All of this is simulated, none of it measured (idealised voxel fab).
The name of this process module is voxel plated lines.
FYI the section here is cut, 290 nm wide, cells are 5 nm squares.
We lay out every cross-section as a grid of square cells and spell it out in bands from the top down, where one band means one or more rows of cells.
Band entry format. Leading values: height of top, height of bottom, nm. Remainder: materials in left-to-right order, each with its width in nm. Special words: "throughout" on a single material, which then fills the band edge to edge; "blank", empty space.
It should be noted that heights are counted from 0, beneath which the wafer as supplied is of one material throughout, and that the lowest band possesses no lower boundary but continues downward, as written in "top 0, no bottom".
The width entry "30 to 40" should be interpreted row by row: the top row of cells in the band takes the first number, the bottom row takes the second number, and the change between adjacent rows is uniform throughout.
Where the words "nothing was modified" appear for a step, the cross-section shows no cell changed by that step; every cell remained as before.
Closed-off voids of 8+ cells (no open route to the top) go in "Trapped voids", written width x height at distance from the left edge, in nm.
Heads up: the bit after the settings on a step's line is the simulator's remark on that step.
Among the settings permitted on a step's line is "overlay nm"; applied to a step with a mask, it specifies the extent to which the mask lay to the right of its planned position, whereas a negative figure signifies a position to the left.

### So here's the lineup of process steps we planned
| 1 | RECEIVE with material Si |
| 2 | CONFORMAL_DEP with material Al2O3, thk nm 10 |
| 3 | DIRECTIONAL_DEP with material TiN, thk nm 5 |
| 4 | PATTERN with tone open, mask id LINES, material resist, width nm 20, pitch nm 35, thk nm 35, overlay nm 0 |
| 5 | EPI with material Ru, thk nm 5 |
| 6 | EPI with material Ru, thk nm 5 |
| 7 | EPI with material Ru, thk nm 10 |
| 8 | STRIP with etch materials resist |
| 9 | DIRECTIONAL_ETCH with etch materials TiN, depth nm 5 |
| 10 | CONFORMAL_DEP with material SiCN, thk nm 5 |

### As-received state of the wafer in cross-section, equivalent to post-step 1
- top 0, no bottom: Si throughout
- Trapped voids: none

### First wafer of two, sectioned at end of module; run went per plan
- top 40, bottom 35: blank 75, then SiCN 30, then blank 5, then SiCN 30, then blank 5, then SiCN 30, then blank 5, then SiCN 30, then blank 80
- top 35, bottom 15: blank 75, then SiCN 5, then Ru 20, then SiCN 5, then blank 5, then SiCN 5, then Ru 20, then SiCN 5, then blank 5, then SiCN 5, then Ru 20, then SiCN 5, then blank 5, then SiCN 5, then Ru 20, then SiCN 5, then blank 80
- top 15, bottom 10: SiCN 80, then TiN 20, then SiCN 15, then TiN 20, then SiCN 15, then TiN 20, then SiCN 15, then TiN 20, then SiCN 85
- top 10, bottom 0: Al2O3 throughout
- top 0, no bottom: Si throughout
- Trapped voids: none

### Cross-sectional image of the second wafer of the two following completion of the module. Starting state and process plan were the same as for the first wafer; one execution error occurred
- top 30, bottom 25: blank 75, then SiCN 30, then blank 5, then SiCN 30, then blank 5, then SiCN 30, then blank 5, then SiCN 30, then blank 80
- top 25, bottom 15: blank 75, then SiCN 5, then Ru 20, then SiCN 5, then blank 5, then SiCN 5, then Ru 20, then SiCN 5, then blank 5, then SiCN 5, then Ru 20, then SiCN 5, then blank 5, then SiCN 5, then Ru 20, then SiCN 5, then blank 80
- top 15, bottom 10: SiCN 80, then TiN 20, then SiCN 15, then TiN 20, then SiCN 15, then TiN 20, then SiCN 15, then TiN 20, then SiCN 85
- top 10, bottom 0: Al2O3 throughout
- top 0, no bottom: Si throughout
- Trapped voids: none
Heads up, the wafer didn't run the way we planned it: skipped: plan step 7 (never run)
At the finish, the second wafer shows more or fewer cells for some materials than the first does: Ru -32 | SiCN -16
